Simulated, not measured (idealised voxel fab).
process module | voxel transistor to metal
cross-section cut | 215 nm wide | cells 5 nm
A cross-section is a grid of square cells, given in bands from the top down. A band is one or more rows of cells.
Each band's line starts with the height of the band's top and of its bottom, in nm. Then come its materials from left to right, each with its width in nm. One material with "throughout" fills the band from edge to edge. "air" is empty space.
Height 0 is the level under which the wafer as received is all one material. The lowest band goes on downwards, as in "0 down".
A width such as "30 to 40" changes by the same amount from each row of cells to the next, from the band's top row to its bottom row.
"no change" after a step means that no cell of the cross-section changed.
closed voids: empty space of 8 cells or more with no open way to the top, each as width x height at its distance from the left edge, in nm
after a step's settings: what the simulator itself notes on the step
overlay nm, on a step with a mask: how far to the right of its planned place the mask lay; to the left if negative
plan
1 op RECEIVE | material Si
2 op CONFORMAL_DEP | material SiO2 | thk nm 5
3 op CONFORMAL_DEP | material SiN | thk nm 15
4 op PATTERN | tone cover | mask id ACTIVE | material resist | width nm 95 | thk nm 20 | overlay nm 0
5 op DIRECTIONAL_ETCH | etch materials SiN | depth nm 15
6 op DIRECTIONAL_ETCH | etch materials SiO2 | depth nm 5
7 op DIRECTIONAL_ETCH | etch materials Si | depth nm 30
8 op STRIP | etch materials resist
9 op FILL_DEP | material SiO2 | thk nm 10
10 op CMP | height nm 20
11 op SELECTIVE_ETCH | etch materials SiO2 | depth nm 10
12 op STRIP | etch materials SiN
13 op SELECTIVE_ETCH | etch materials SiO2 | depth nm 5
14 op OXIDIZE | depth nm 5
15 op DIRECTIONAL_DEP | material polySi | thk nm 20
16 op DIRECTIONAL_DEP | material SiCN | thk nm 10
17 op DIRECTIONAL_DEP | material aC | thk nm 15
18 op PATTERN | tone cover | mask id GATE | material resist | width nm 25 | thk nm 35 | overlay nm 0
19 op DIRECTIONAL_ETCH | etch materials aC | depth nm 15
20 op STRIP | etch materials resist
21 op DIRECTIONAL_ETCH | etch materials SiCN | depth nm 20
22 op DIRECTIONAL_ETCH | etch materials polySi | depth nm 30
23 op STRIP | etch materials aC
24 op CONFORMAL_DEP | material SiN | thk nm 5
25 op DIRECTIONAL_ETCH | etch materials SiN | depth nm 5
26 op DIRECTIONAL_ETCH | etch materials SiO2 | depth nm 5
27 op EPI | material nSi | thk nm 5
28 op FILL_DEP | material SiO2 | thk nm 10
29 op CMP | height nm 30
30 op DIRECTIONAL_DEP | material SiO2 | thk nm 10
31 op MASKED_ETCH | tone open | mask id CONTACT | width nm 15 | pitch nm 70 | etch materials SiO2 | depth nm 40 | overlay nm 0
32 op CONFORMAL_DEP | material TiN | thk nm 5
33 op FILL_DEP | material Ru | thk nm 5
34 op CMP | height nm 40
35 op DIRECTIONAL_DEP | material TiN | thk nm 5
36 op DIRECTIONAL_DEP | material W | thk nm 20
37 op MASKED_ETCH | tone cover | mask id METAL_1 | width nm 15 | pitch nm 70 | etch materials W | depth nm 20 | overlay nm 0
38 op MASKED_ETCH | tone cover | mask id METAL_1 | width nm 15 | pitch nm 70 | etch materials TiN | depth nm 5 | overlay nm 0
39 op FILL_DEP | material SiO2 | thk nm 5
40 op CMP | height nm 65
41 op CONFORMAL_DEP | material SiN | thk nm 5
as received, after step 1
  0 down: Si throughout
  closed voids: none
first wafer at the end, as planned
  70 to 65: SiN throughout
  65 to 45: SiO2 65 | W 15 | SiO2 55 | W 15 | SiO2 65
  45 to 40: SiO2 65 | TiN 15 | SiO2 55 | TiN 15 | SiO2 65
  40 to 30: SiO2 65 | TiN 5 | Ru 5 | TiN 5 | SiO2 55 | TiN 5 | Ru 5 | TiN 5 | SiO2 65
  30 to 20: SiO2 65 | TiN 5 | Ru 5 | TiN 5 | SiO2 10 | SiN 5 | SiCN 25 | SiN 5 | SiO2 10 | TiN 5 | Ru 5 | TiN 5 | SiO2 65
  20 to 5: SiO2 65 | TiN 5 | Ru 5 | TiN 5 | SiO2 10 | SiN 5 | polySi 25 | SiN 5 | SiO2 10 | TiN 5 | Ru 5 | TiN 5 | SiO2 65
  5 to 0: SiO2 55 | SiN 5 | SiO2 5 | TiN 15 | SiO2 10 | SiN 5 | polySi 25 | SiN 5 | SiO2 10 | TiN 15 | SiO2 5 | SiN 5 | SiO2 55
  0 to -5: SiO2 60 | nSi 30 | SiO2 35 | nSi 30 | SiO2 60
  -5 to -30: SiO2 60 | Si 95 | SiO2 60
  -30 down: Si throughout
  closed voids: none
second wafer at the end: like start, like plan, one mistake
  70 to 65: SiN throughout
  65 to 45: SiO2 65 | W 15 | SiO2 55 | W 15 | SiO2 65
  45 to 40: SiO2 65 | TiN 15 | SiO2 55 | TiN 15 | SiO2 65
  40 to 30: SiO2 65 | TiN 5 | Ru 5 | TiN 5 | SiO2 55 | TiN 5 | Ru 5 | TiN 5 | SiO2 65
  30 to 20: SiO2 65 | TiN 5 | Ru 5 | TiN 5 | SiO2 10 | SiN 5 | SiCN 25 | SiN 5 | SiO2 10 | TiN 5 | Ru 5 | TiN 5 | SiO2 65
  20 to 5: SiO2 65 | TiN 5 | Ru 5 | TiN 5 | SiO2 10 | SiN 5 | polySi 25 | SiN 5 | SiO2 10 | TiN 5 | Ru 5 | TiN 5 | SiO2 65
  5 to 0: SiO2 55 | SiN 5 | SiO2 5 | TiN 15 | SiO2 10 | SiN 5 | polySi 25 | SiN 5 | SiO2 10 | TiN 15 | SiO2 5 | SiN 5 | SiO2 55
  0 to -5: SiO2 55 | SiN 5 | nSi 30 | SiO2 35 | nSi 30 | SiN 5 | SiO2 55
  -5 to -10: SiO2 65 | Si 85 | SiO2 65
  -10 to -30: SiO2 60 | Si 95 | SiO2 60
  -30 down: Si throughout
  closed voids: none
what went wrong: step 2 was left out
at the end the second wafer has, in cells: 2 fewer of Si | 2 more of SiN
